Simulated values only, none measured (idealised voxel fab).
process module | voxel self aligned vias
cross-section cut | 260 nm wide | cells 5 nm
A cross-section is a grid of square cells, given in bands from the top down. A band is one or more rows of cells.
Each band's line starts with the height of the band's top and of its bottom, in nm. Then come its materials from left to right, each with its width in nm. One material with "throughout" fills the band from edge to edge. "air" is empty space.
Height 0 is the level under which the wafer as received is all one material. The lowest band goes on downwards, as in "0 down".
A width such as "30 to 40" changes by the same amount from each row of cells to the next, from the band's top row to its bottom row.
"no change" after a step means that no cell of the cross-section changed.
closed voids: empty space of 8 cells or more with no open way to the top, each as width x height at its distance from the left edge, in nm
after a step's settings: what the simulator itself notes on the step
overlay nm, on a step with a mask: how far to the right of its planned place the mask lay; to the left if negative
plan
1 op RECEIVE | material Si
2 op CONFORMAL_DEP | material SiO2 | thk nm 10
3 op CONFORMAL_DEP | material SiCN | thk nm 5
4 op DIRECTIONAL_DEP | material SiO2 | thk nm 30
5 op MASKED_ETCH | tone open | mask id LINES | width nm 20 | pitch nm 55 | etch materials SiO2 | depth nm 30 | overlay nm 0
6 op CONFORMAL_DEP | material TiN | thk nm 5
7 op FILL_DEP | material Ru | thk nm 5
8 op CMP | height nm 45
9 op SELECTIVE_ETCH | etch materials W Ru TiN | depth nm 5
10 op FILL_DEP | material SiN | thk nm 5
11 op CMP | height nm 45
12 op DIRECTIONAL_DEP | material SiO2 | thk nm 15
13 op MASKED_ETCH | tone open | mask id VIAS | width nm 30 | pitch nm 55 | etch materials SiO2 | depth nm 15 | overlay nm 0
14 op MASKED_ETCH | tone open | mask id VIAS | width nm 30 | pitch nm 55 | etch materials SiN | depth nm 5 | overlay nm 0
15 op CONFORMAL_DEP | material TiN | thk nm 5
16 op FILL_DEP | material Cu | thk nm 10
17 op CMP | height nm 60
18 op CONFORMAL_DEP | material SiN | thk nm 5
first wafer, as planned
as received, after step 1
  0 down: Si throughout
  closed voids: none
after step 2
  10 to 0: SiO2 throughout
  below 0: unchanged
after step 3
  15 to 10: SiCN throughout
  below 10: unchanged
after step 4
  45 to 15: SiO2 throughout
  below 15: unchanged
after step 5
  45 to 15: SiO2 65 | air 20 | SiO2 35 | air 20 | SiO2 35 | air 20 | SiO2 65
  below 15: unchanged
after step 6
  50 to 45: TiN 70 | air 10 | TiN 45 | air 10 | TiN 45 | air 10 | TiN 70
  45 to 20: SiO2 65 | TiN 5 | air 10 | TiN 5 | SiO2 35 | TiN 5 | air 10 | TiN 5 | SiO2 35 | TiN 5 | air 10 | TiN 5 | SiO2 65
  20 to 15: SiO2 65 | TiN 20 | SiO2 35 | TiN 20 | SiO2 35 | TiN 20 | SiO2 65
  below 15: unchanged
after step 7
  55 to 50: Ru throughout
  50 to 45: TiN 70 | Ru 10 | TiN 45 | Ru 10 | TiN 45 | Ru 10 | TiN 70
  45 to 20: SiO2 65 | TiN 5 | Ru 10 | TiN 5 | SiO2 35 | TiN 5 | Ru 10 | TiN 5 | SiO2 35 | TiN 5 | Ru 10 | TiN 5 | SiO2 65
  below 20: unchanged
after step 8
  45 to 20: SiO2 65 | TiN 5 | Ru 10 | TiN 5 | SiO2 35 | TiN 5 | Ru 10 | TiN 5 | SiO2 35 | TiN 5 | Ru 10 | TiN 5 | SiO2 65
  below 20: unchanged
after step 9
  45 to 40: SiO2 65 | air 20 | SiO2 35 | air 20 | SiO2 35 | air 20 | SiO2 65
  below 40: unchanged
after step 10
  50 to 45: SiN throughout
  45 to 40: SiO2 65 | SiN 20 | SiO2 35 | SiN 20 | SiO2 35 | SiN 20 | SiO2 65
  below 40: unchanged
after step 11
  45 to 40: SiO2 65 | SiN 20 | SiO2 35 | SiN 20 | SiO2 35 | SiN 20 | SiO2 65
  below 40: unchanged
after step 12
  60 to 45: SiO2 throughout
  below 45: unchanged
after step 13
  60 to 45: SiO2 60 | air 30 | SiO2 25 | air 30 | SiO2 25 | air 30 | SiO2 60
  below 45: unchanged
after step 14
  60 to 45: SiO2 60 | air 30 | SiO2 25 | air 30 | SiO2 25 | air 30 | SiO2 60
  45 to 40: SiO2 65 | air 20 | SiO2 35 | air 20 | SiO2 35 | air 20 | SiO2 65
  below 40: unchanged
after step 15
  65 to 60: TiN 65 | air 20 | TiN 35 | air 20 | TiN 35 | air 20 | TiN 65
  60 to 50: SiO2 60 | TiN 5 | air 20 | TiN 5 | SiO2 25 | TiN 5 | air 20 | TiN 5 | SiO2 25 | TiN 5 | air 20 | TiN 5 | SiO2 60
  50 to 45: SiO2 60 | TiN 10 | air 10 | TiN 10 | SiO2 25 | TiN 10 | air 10 | TiN 10 | SiO2 25 | TiN 10 | air 10 | TiN 10 | SiO2 60
  45 to 40: SiO2 65 | TiN 20 | SiO2 35 | TiN 20 | SiO2 35 | TiN 20 | SiO2 65
  below 40: unchanged
after step 16
  75 to 65: Cu throughout
  65 to 60: TiN 65 | Cu 20 | TiN 35 | Cu 20 | TiN 35 | Cu 20 | TiN 65
  60 to 50: SiO2 60 | TiN 5 | Cu 20 | TiN 5 | SiO2 25 | TiN 5 | Cu 20 | TiN 5 | SiO2 25 | TiN 5 | Cu 20 | TiN 5 | SiO2 60
  50 to 45: SiO2 60 | TiN 10 | Cu 10 | TiN 10 | SiO2 25 | TiN 10 | Cu 10 | TiN 10 | SiO2 25 | TiN 10 | Cu 10 | TiN 10 | SiO2 60
  below 45: unchanged
after step 17
  60 to 50: SiO2 60 | TiN 5 | Cu 20 | TiN 5 | SiO2 25 | TiN 5 | Cu 20 | TiN 5 | SiO2 25 | TiN 5 | Cu 20 | TiN 5 | SiO2 60
  below 50: unchanged
after step 18
  65 to 60: SiN throughout
  below 60: unchanged
second wafer: like start, like plan, one mistake. Through step 16 it matches the first wafer
when step 17 should have ended
  70 to 65: Cu throughout
  below 65: unchanged
when step 18 should have ended
  75 to 70: SiN throughout
  below 70: unchanged
what went wrong: step 17 ran as: op CMP | height nm 70
at the end the second wafer has, in cells: 64 more of Cu | 40 more of TiN
